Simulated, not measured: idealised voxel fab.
The following is a process module called voxel capacitor over wiring.
We display cut, a cross-section 200 nm in width whose square cells are each 5 nm.
In this document a cross-section is written as a grid of square cells. It is given as a series of bands, listed from the top down, and a band is one or more rows of cells.
The entry gives the band's vertical extent as a top height and a bottom height in nm, then its horizontal make-up as materials from left to right, each with a width in nm. "empty" stands for empty space; a single material marked "edge to edge" fills the band edge to edge.
Height datum 0, below which the as-received substrate wafer is one material. Lowest band open at the bottom, running downward: "z 0 and below".
A width such as "30 to 40" changes by the same amount from each row of cells to the next, from the band's top row to its bottom row.
Where a step carries "all unchanged", the cross-section came out of it unchanged, cell for cell.
"Closed cavity list" lists enclosed empty spaces (at least 8 cells, no open path upward to the top), each as width x height at distance from the left edge, in nm.
If you see something after the settings on a step's line, that's the simulator's own remark about that step.
overlay nm, on a step with a mask: how far to the right of its planned place the mask lay; to the left if negative

STEPS IN THE PROCESS PLAN
1,RECEIVE | material Si
2,CONFORMAL_DEP | material SiO2 | thk nm 15
3,DIRECTIONAL_DEP | material TiN | thk nm 5
4,DIRECTIONAL_DEP | material Ru | thk nm 15
5,PATTERN | tone cover | mask id METAL_1 | material resist | width nm 25 | pitch nm 85 | thk nm 15 | overlay nm 0
6,DIRECTIONAL_ETCH | etch materials Ru | depth nm 15
7,DIRECTIONAL_ETCH | etch materials TiN | depth nm 5
8,STRIP | etch materials resist
9,FILL_DEP | material lowk | thk nm 5
10,CMP | height nm 35
11,CONFORMAL_DEP | material SiCN | thk nm 5
12,DIRECTIONAL_DEP | material SiO2 | thk nm 10
13,MASKED_ETCH | tone open | mask id PLUG_1 | width nm 15 | etch materials SiO2 | depth nm 10 | overlay nm 0
14,MASKED_ETCH | tone open | mask id PLUG_1 | width nm 15 | etch materials SiCN | depth nm 5 | overlay nm 0
15,CONFORMAL_DEP | material TiN | thk nm 5
16,FILL_DEP | material W | thk nm 5
17,CMP | height nm 50
18,DIRECTIONAL_DEP | material TiN | thk nm 10
19,DIRECTIONAL_DEP | material HfO2 | thk nm 5
20,DIRECTIONAL_DEP | material TiN | thk nm 5
21,DIRECTIONAL_DEP | material aC | thk nm 10
22,PATTERN | tone cover | mask id UPPER_PLATE | material resist | width nm 65 | thk nm 30 | overlay nm 0
23,DIRECTIONAL_ETCH | etch materials aC | depth nm 10
24,STRIP | etch materials resist
25,DIRECTIONAL_ETCH | etch materials TiN | depth nm 5
26,DIRECTIONAL_ETCH | etch materials HfO2 | depth nm 5
27,STRIP | etch materials aC
28,MASKED_ETCH | tone cover | mask id LOWER_PLATE | width nm 75 | etch materials TiN | depth nm 10 | overlay nm 0
29,FILL_DEP | material SiO2 | thk nm 20
30,CMP | height nm 85
31,MASKED_ETCH | tone open | mask id PLUG_2 | width nm 15 | etch materials SiO2 | depth nm 15 | overlay nm 0
32,CONFORMAL_DEP | material TiN | thk nm 5
33,FILL_DEP | material Cu | thk nm 5
34,CMP | height nm 85
35,CONFORMAL_DEP | material SiN | thk nm 5
Don't read the plan's width nm for step 31 as applying to every wafer: that's the first wafer's value, and the wafers differ in it, though they all start identical.

CROSS-SECTION OF THE FIRST OF SEVERAL WAFERS AS RECEIVED (AFTER STEP 1)
z 0 and below  Si edge to edge
Closed cavity list: none

FIRST OF SEVERAL WAFERS, SECTIONED AT END OF MODULE (LAST STEP: STEP 35)
z 90 to 85  SiN edge to edge
z 85 to 75  SiO2 65, TiN 5, Cu 5, TiN 5, SiO2 120
z 75 to 65  SiO2 65 to 55, TiN 15 to 65, SiO2 120 to 80
z 65 to 60  SiO2 55, HfO2 65, SiO2 80
z 60 to 50  SiO2 50, TiN 75, SiO2 75
z 50 to 40  SiO2 55, TiN 5, W 5, TiN 5, SiO2 130
z 40 to 35  SiCN 55, TiN 15, SiCN 130
z 35 to 20  lowk 45, Ru 25, lowk 60, Ru 25, lowk 45
z 20 to 15  lowk 45, TiN 25, lowk 60, TiN 25, lowk 45
z 15 to 0  SiO2 edge to edge
z 0 and below  Si edge to edge
Closed cavity list: none

THE FINAL WAFER, SECTIONED AT MODULE END
z 90 to 85  SiN edge to edge
z 85 to 75  SiO2 60, TiN 5, Cu 20, TiN 5, SiO2 110
z 75 to 65  SiO2 60 to 55, TiN 30 to 65, SiO2 110 to 80
z 65 to 60  SiO2 55, HfO2 65, SiO2 80
z 60 to 50  SiO2 50, TiN 75, SiO2 75
z 50 to 40  SiO2 55, TiN 5, W 5, TiN 5, SiO2 130
z 40 to 35  SiCN 55, TiN 15, SiCN 130
z 35 to 20  lowk 45, Ru 25, lowk 60, Ru 25, lowk 45
z 20 to 15  lowk 45, TiN 25, lowk 60, TiN 25, lowk 45
z 15 to 0  SiO2 edge to edge
z 0 and below  Si edge to edge
Closed cavity list: none

HEADS UP, THIS TABLE GOES WAFER BY WAFER. A ROW TELLS YOU, AT THE END OF THE MODULE, HOW MANY CELLS OF EACH MATERIAL THAT WAFER HAS PUT ON (+) OR DROPPED (-) SINCE IT WAS RECEIVED, AND THEN ITS CLOSED VOIDS
width nm 15 | +2 Cu | +13 HfO2 | +30 Ru | +37 SiCN | +40 SiN | +409 SiO2 | +67 TiN | +2 W | +120 lowk | Closed cavity list: none
width nm 20 | +4 Cu | +13 HfO2 | +30 Ru | +37 SiCN | +40 SiN | +406 SiO2 | +68 TiN | +2 W | +120 lowk | Closed cavity list: none
width nm 25 | +6 Cu | +13 HfO2 | +30 Ru | +37 SiCN | +40 SiN | +403 SiO2 | +69 TiN | +2 W | +120 lowk | Closed cavity list: none
width nm 30 | +8 Cu | +13 HfO2 | +30 Ru | +37 SiCN | +40 SiN | +400 SiO2 | +70 TiN | +2 W | +120 lowk | Closed cavity list: none
